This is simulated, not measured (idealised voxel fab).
Process module in this document: voxel transistor to metal
Shown is cross-section cut, with a width of 175 nm and square cells of size 5 nm.
Bands, listed from the top down, are how a cross-section gets written in this document; the cross-section itself is a grid of square cells, and a band is one or more rows of them.
First you get the band's top height and its bottom height, in nm, and then the materials it's made of, left to right, with each width in nm. If you see a single material with "throughout", that one covers the band edge to edge. "empty" is empty space.
Below 0: as-received wafer, all one material; heights counted from there. Lowest band: no bottom, goes on down, written "0..down".
The notation "30..40" denotes a width that varies across the rows of cells in the band, beginning at the first number in the top row, finishing at the second number in the bottom row, and changing by an identical amount from each row to the next.
The cross-section has no changed cell in any step marked "nothing was modified".
Under "Non-vented voids" you'll find the enclosed gaps, the ones with no way out to the top, that are 8 cells or bigger; each reads width x height at distance, with distance counted from the left edge, everything in nm.
after a step's settings: what the simulator itself notes on the step
Regarding "overlay nm": on a step with a mask, it is the distance the mask lay to the right of its planned place; a negative value places it to the left.

Intended process steps
step 1: RECEIVE, material Si
step 2: OXIDIZE, depth nm 5
step 3: CONFORMAL_DEP, material SiN, thk nm 15
step 4: PATTERN, tone cover, mask id ACTIVE, material resist, width nm 135, thk nm 20, overlay nm 0
step 5: DIRECTIONAL_ETCH, etch materials SiN, depth nm 15
step 6: DIRECTIONAL_ETCH, etch materials SiO2, depth nm 5
step 7: DIRECTIONAL_ETCH, etch materials Si, depth nm 25
step 8: STRIP, etch materials resist
step 9: FILL_DEP, material SiO2, thk nm 15
step 10: CMP, height nm 15
step 11: SELECTIVE_ETCH, etch materials SiO2, depth nm 10
step 12: STRIP, etch materials SiN
step 13: SELECTIVE_ETCH, etch materials SiO2, depth nm 5
step 14: OXIDIZE, depth nm 5
step 15: DIRECTIONAL_DEP, material polySi, thk nm 30
step 16: DIRECTIONAL_DEP, material SiCN, thk nm 15
step 17: PATTERN, tone cover, mask id GATE, material resist, width nm 35, thk nm 20, overlay nm 0
step 18: DIRECTIONAL_ETCH, etch materials SiCN, depth nm 25
step 19: DIRECTIONAL_ETCH, etch materials polySi, depth nm 40
step 20: STRIP, etch materials resist
step 21: CONFORMAL_DEP, material SiO2, thk nm 5
step 22: DIRECTIONAL_ETCH, etch materials SiO2, depth nm 5
step 23: CONFORMAL_DEP, material SiN, thk nm 10
step 24: DIRECTIONAL_ETCH, etch materials SiN, depth nm 10
step 25: DIRECTIONAL_ETCH, etch materials SiO2, depth nm 5
step 26: DIRECTIONAL_ETCH, etch materials Si, depth nm 15
step 27: EPI, material nSi, thk nm 15
step 28: FILL_DEP, material SiO2, thk nm 5
step 29: CMP, height nm 25
step 30: STRIP, etch materials polySi
step 31: SELECTIVE_ETCH, etch materials SiO2, depth nm 5
step 32: CONFORMAL_DEP, material HfO2, thk nm 5
step 33: CONFORMAL_DEP, material TiN, thk nm 5
step 34: FILL_DEP, material W, thk nm 5
step 35: CMP, height nm 20
step 36: DIRECTIONAL_DEP, material SiO2, thk nm 10
step 37: MASKED_ETCH, tone open, mask id CONTACT, width nm 20, pitch nm 95, etch materials SiO2, depth nm 25, overlay nm 0
step 38: CONFORMAL_DEP, material TiN, thk nm 5
step 39: FILL_DEP, material W, thk nm 10
step 40: CMP, height nm 30
step 41: DIRECTIONAL_DEP, material TiN, thk nm 5
step 42: DIRECTIONAL_DEP, material W, thk nm 15
step 43: DIRECTIONAL_DEP, material aC, thk nm 10
step 44: PATTERN, tone cover, mask id METAL_1, material resist, width nm 20, pitch nm 95, thk nm 30, overlay nm -15
step 45: DIRECTIONAL_ETCH, etch materials aC, depth nm 10
step 46: STRIP, etch materials resist
step 47: DIRECTIONAL_ETCH, etch materials W, depth nm 15
step 48: DIRECTIONAL_ETCH, etch materials TiN, depth nm 5
step 49: STRIP, etch materials aC
step 50: CONFORMAL_DEP, material SiCN, thk nm 5
step 51: FILL_DEP, material lowk, thk nm 10
step 52: CMP, height nm 50
step 53: CONFORMAL_DEP, material SiCN, thk nm 5
Among the wafers covered here, the point of difference is the overlay nm at step 44; their starting state is shared, and the plan presents the value of the first wafer.

Cross-section: the first of several wafers in its as-received state, i.e. following step 1
    0..down  Si throughout
    Non-vented voids: none

First of several wafers in cross-section at module end, following the final step, step 53
    55..50  SiCN throughout
    50..35  lowk (10) | SiCN (5) | W (20) | SiCN (5) | lowk (65) | SiCN (5) | W (20) | SiCN (5) | lowk (40)
    35..30  SiCN (15) | TiN (20) | SiCN (75) | TiN (20) | SiCN (45)
    30..20  SiO2 (30) | TiN (5) | W (10) | TiN (5) | SiO2 (75) | TiN (5) | W (10) | TiN (5) | SiO2 (30)
    20..10  SiO2 (30) | TiN (5) | W (10) | TiN (5) | SiO2 (5) | SiN (10) | HfO2 (5) | TiN (5) | W (25) | TiN (5) | HfO2 (5) | SiN (10) | SiO2 (5) | TiN (5) | W (10) | TiN (5) | SiO2 (30)
    10..5  SiO2 (30) | TiN (20) | SiO2 (5) | SiN (10) | HfO2 (5) | TiN (5) | W (25) | TiN (5) | HfO2 (5) | SiN (10) | SiO2 (5) | TiN (20) | SiO2 (30)
    5..0  SiO2 (25) | nSi (30) | SiN (10) | HfO2 (5) | TiN (5) | W (25) | TiN (5) | HfO2 (5) | SiN (10) | nSi (30) | SiO2 (25)
    0..-5  SiO2 (20) | SiN (10) | nSi (25) | SiN (10) | HfO2 (5) | TiN (35) | HfO2 (5) | SiN (10) | nSi (25) | SiN (10) | SiO2 (20)
    -5..-10  SiO2 (30) | nSi (25) | SiO2 (10) | HfO2 (45) | SiO2 (10) | nSi (25) | SiO2 (30)
    -10..-25  SiO2 (20) | Si (10) | nSi (25) | Si (65) | nSi (25) | Si (10) | SiO2 (20)
    -25..-30  SiO2 (20) | Si (135) | SiO2 (20)
    -30..down  Si throughout
    Non-vented voids: none

Sectional view of the last wafer upon completion of the module
    55..50  SiCN throughout
    50..35  lowk (40) | SiCN (5) | W (20) | SiCN (5) | lowk (65) | SiCN (5) | W (20) | SiCN (5) | lowk (10)
    35..30  SiCN (45) | TiN (20) | SiCN (75) | TiN (20) | SiCN (15)
    30..20  SiO2 (30) | TiN (5) | W (10) | TiN (5) | SiO2 (75) | TiN (5) | W (10) | TiN (5) | SiO2 (30)
    20..10  SiO2 (30) | TiN (5) | W (10) | TiN (5) | SiO2 (5) | SiN (10) | HfO2 (5) | TiN (5) | W (25) | TiN (5) | HfO2 (5) | SiN (10) | SiO2 (5) | TiN (5) | W (10) | TiN (5) | SiO2 (30)
    10..5  SiO2 (30) | TiN (20) | SiO2 (5) | SiN (10) | HfO2 (5) | TiN (5) | W (25) | TiN (5) | HfO2 (5) | SiN (10) | SiO2 (5) | TiN (20) | SiO2 (30)
    5..0  SiO2 (25) | nSi (30) | SiN (10) | HfO2 (5) | TiN (5) | W (25) | TiN (5) | HfO2 (5) | SiN (10) | nSi (30) | SiO2 (25)
    0..-5  SiO2 (20) | SiN (10) | nSi (25) | SiN (10) | HfO2 (5) | TiN (35) | HfO2 (5) | SiN (10) | nSi (25) | SiN (10) | SiO2 (20)
    -5..-10  SiO2 (30) | nSi (25) | SiO2 (10) | HfO2 (45) | SiO2 (10) | nSi (25) | SiO2 (30)
    -10..-25  SiO2 (20) | Si (10) | nSi (25) | Si (65) | nSi (25) | Si (10) | SiO2 (20)
    -25..-30  SiO2 (20) | Si (135) | SiO2 (20)
    -30..down  Si throughout
    Non-vented voids: none

Rows = wafers. At module end, each row lists per material the cells gained (+) or lost (-) since the wafer was received, then the closed voids
overlay nm -15; +19 HfO2; -132 Si; +74 SiCN; +24 SiN; +162 SiO2; +47 TiN; +60 W; +69 lowk; +62 nSi; Non-vented voids: none
overlay nm -10; +19 HfO2; -132 Si; +74 SiCN; +24 SiN; +162 SiO2; +47 TiN; +60 W; +69 lowk; +62 nSi; Non-vented voids: none
overlay nm -5; +19 HfO2; -132 Si; +74 SiCN; +24 SiN; +162 SiO2; +47 TiN; +60 W; +69 lowk; +62 nSi; Non-vented voids: none
overlay nm 0; +19 HfO2; -132 Si; +74 SiCN; +24 SiN; +162 SiO2; +47 TiN; +60 W; +69 lowk; +62 nSi; Non-vented voids: none
overlay nm 5; +19 HfO2; -132 Si; +74 SiCN; +24 SiN; +162 SiO2; +47 TiN; +60 W; +69 lowk; +62 nSi; Non-vented voids: none
overlay nm 10; +19 HfO2; -132 Si; +74 SiCN; +24 SiN; +162 SiO2; +47 TiN; +60 W; +69 lowk; +62 nSi; Non-vented voids: none
overlay nm 15; +19 HfO2; -132 Si; +74 SiCN; +24 SiN; +162 SiO2; +47 TiN; +60 W; +69 lowk; +62 nSi; Non-vented voids: none
